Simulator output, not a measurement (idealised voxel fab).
This is a process module. Its name is voxel spacer lines.
Cross-section cut: width 285 nm, square cells of 5 nm.
Throughout this document, each cross-section is represented as a grid of square cells and is presented as a sequence of bands enumerated from the top downward, where a band comprises one or more rows of cells. Heights first: top, then bottom, in nm. Then materials, left to right, each with a width in nm. "full width" on a single material: fills the band edge to edge. "empty": empty space. Height datum 0, below which the as-received substrate wafer is one material. Lowest band open at the bottom, running downward: "0..down". Width spec "30..40" -> top row of cells at first value, bottom row at second value, equal per-row change in between. When a step is marked "everything unchanged", none of the cells in the cross-section changed during that step. "Sealed void inventory" enumerates empty spaces isolated from the top, with no open way to it, that contain at least 8 cells, giving each as width x height at distance from the left edge, all three in nm. Whatever follows a step's settings on its line is a remark the simulator itself makes about that step. overlay nm: mask offset rightward from planned place, masked step; negative means leftward offset.

The planned process steps are enumerated hereunder
1. RECEIVE (material Si)
2. CONFORMAL_DEP (material Al2O3; thk nm 10)
3. DIRECTIONAL_DEP (material W; thk nm 10)
4. DIRECTIONAL_DEP (material aC; thk nm 30)
5. PATTERN (tone cover; mask id MANDREL; material resist; width nm 25; pitch nm 80; thk nm 35; overlay nm 0)
6. DIRECTIONAL_ETCH (etch materials aC; depth nm 30)
7. STRIP (etch materials resist)
8. CONFORMAL_DEP (material SiO2; thk nm 15)
9. DIRECTIONAL_ETCH (etch materials SiO2; depth nm 15)
10. STRIP (etch materials aC)
11. DIRECTIONAL_ETCH (etch materials W; depth nm 10)
12. STRIP (etch materials SiO2)

What follows covers the first of two wafers; it ran as planned

Cross-section, incoming material, after step 1
	0..down  Si full width
	Sealed void inventory: none

Cross-sectional representation of the wafer at the conclusion of step 2
	10..0  Al2O3 full width
	Below 0 it's all the same as before, nothing changed down there.

Cross-sectional representation of the wafer at the conclusion of step 3
	20..10  W full width
	Below 10 it's all the same as before, nothing changed down there.

Cross-sectional representation of the wafer at the conclusion of step 4
	50..20  aC full width
	Below 20 it's all the same as before, nothing changed down there.

Cross-sectional representation of the wafer at the conclusion of step 5
	85..50  90 of empty | 25 of resist | 55 of empty | 25 of resist | 90 of empty
	Below 50 it's all the same as before, nothing changed down there.

Cross-sectional representation of the wafer at the conclusion of step 6
	55..50  90 of empty | 25 of resist | 55 of empty | 25 of resist | 90 of empty
	50..20  90 of empty | 25 of aC | 55 of empty | 25 of aC | 90 of empty
	Below 20 it's all the same as before, nothing changed down there.

Cross-sectional representation of the wafer at the conclusion of step 7
	50..20  90 of empty | 25 of aC | 55 of empty | 25 of aC | 90 of empty
	Below 20 it's all the same as before, nothing changed down there.

Cross-sectional representation of the wafer at the conclusion of step 8
	65..50  75 of empty | 55 of SiO2 | 25 of empty | 55 of SiO2 | 75 of empty
	50..35  75 of empty | 15 of SiO2 | 25 of aC | 15 of SiO2 | 25 of empty | 15 of SiO2 | 25 of aC | 15 of SiO2 | 75 of empty
	35..20  90 of SiO2 | 25 of aC | 55 of SiO2 | 25 of aC | 90 of SiO2
	Below 20 it's all the same as before, nothing changed down there.

Cross-sectional representation of the wafer at the conclusion of step 9
	50..20  75 of empty | 15 of SiO2 | 25 of aC | 15 of SiO2 | 25 of empty | 15 of SiO2 | 25 of aC | 15 of SiO2 | 75 of empty
	Below 20 it's all the same as before, nothing changed down there.

Cross-sectional representation of the wafer at the conclusion of step 10
	50..20  75 of empty | 15 of SiO2 | 25 of empty | 15 of SiO2 | 25 of empty | 15 of SiO2 | 25 of empty | 15 of SiO2 | 75 of empty
	Below 20 it's all the same as before, nothing changed down there.

Cross-sectional representation of the wafer at the conclusion of step 11
	50..20  75 of empty | 15 of SiO2 | 25 of empty | 15 of SiO2 | 25 of empty | 15 of SiO2 | 25 of empty | 15 of SiO2 | 75 of empty
	20..10  75 of empty | 15 of W | 25 of empty | 15 of W | 25 of empty | 15 of W | 25 of empty | 15 of W | 75 of empty
	Below 10 it's all the same as before, nothing changed down there.

Cross-sectional representation of the wafer at the conclusion of step 12
	20..10  75 of empty | 15 of W | 25 of empty | 15 of W | 25 of empty | 15 of W | 25 of empty | 15 of W | 75 of empty
	Below 10 it's all the same as before, nothing changed down there.

Notes, second wafer: start = first wafer's, plan = first wafer's, execution had one mistake; history identical to first through step 2

Cross-section of the second wafer at the time step 3 of the plan should have ended
	15..10  W full width
	Below 10 it's all the same as before, nothing changed down there.

Cross-section of the second wafer at the time step 4 of the plan should have ended
	45..15  aC full width
	Below 15 it's all the same as before, nothing changed down there.

Cross-section of the second wafer at the time step 5 of the plan should have ended
	80..45  90 of empty | 25 of resist | 55 of empty | 25 of resist | 90 of empty
	Below 45 it's all the same as before, nothing changed down there.

Cross-section of the second wafer at the time step 6 of the plan should have ended
	50..45  90 of empty | 25 of resist | 55 of empty | 25 of resist | 90 of empty
	45..15  90 of empty | 25 of aC | 55 of empty | 25 of aC | 90 of empty
	Below 15 it's all the same as before, nothing changed down there.

Cross-section of the second wafer at the time step 7 of the plan should have ended
	45..15  90 of empty | 25 of aC | 55 of empty | 25 of aC | 90 of empty
	Below 15 it's all the same as before, nothing changed down there.

Cross-section of the second wafer at the time step 8 of the plan should have ended
	60..45  75 of empty | 55 of SiO2 | 25 of empty | 55 of SiO2 | 75 of empty
	45..30  75 of empty | 15 of SiO2 | 25 of aC | 15 of SiO2 | 25 of empty | 15 of SiO2 | 25 of aC | 15 of SiO2 | 75 of empty
	30..15  90 of SiO2 | 25 of aC | 55 of SiO2 | 25 of aC | 90 of SiO2
	Below 15 it's all the same as before, nothing changed down there.

Cross-section of the second wafer at the time step 9 of the plan should have ended
	45..15  75 of empty | 15 of SiO2 | 25 of aC | 15 of SiO2 | 25 of empty | 15 of SiO2 | 25 of aC | 15 of SiO2 | 75 of empty
	Below 15 it's all the same as before, nothing changed down there.

Cross-section of the second wafer at the time step 10 of the plan should have ended
	45..15  75 of empty | 15 of SiO2 | 25 of empty | 15 of SiO2 | 25 of empty | 15 of SiO2 | 25 of empty | 15 of SiO2 | 75 of empty
	Below 15 it's all the same as before, nothing changed down there.

Cross-section of the second wafer at the time step 11 of the plan should have ended
	45..15  75 of empty | 15 of SiO2 | 25 of empty | 15 of SiO2 | 25 of empty | 15 of SiO2 | 25 of empty | 15 of SiO2 | 75 of empty
	15..10  75 of empty | 15 of W | 25 of empty | 15 of W | 25 of empty | 15 of W | 25 of empty | 15 of W | 75 of empty
	Below 10 it's all the same as before, nothing changed down there.

Cross-section of the second wafer at the time step 12 of the plan should have ended
	15..10  75 of empty | 15 of W | 25 of empty | 15 of W | 25 of empty | 15 of W | 25 of empty | 15 of W | 75 of empty
	Below 10 it's all the same as before, nothing changed down there.
So what did we get wrong on this run? step 3 ran with different settings than intended, the actual operation and settings being DIRECTIONAL_DEP (material W; thk nm 5)
Count the cells at the end and the second wafer has more or fewer of some materials than the first: W: 12 fewer
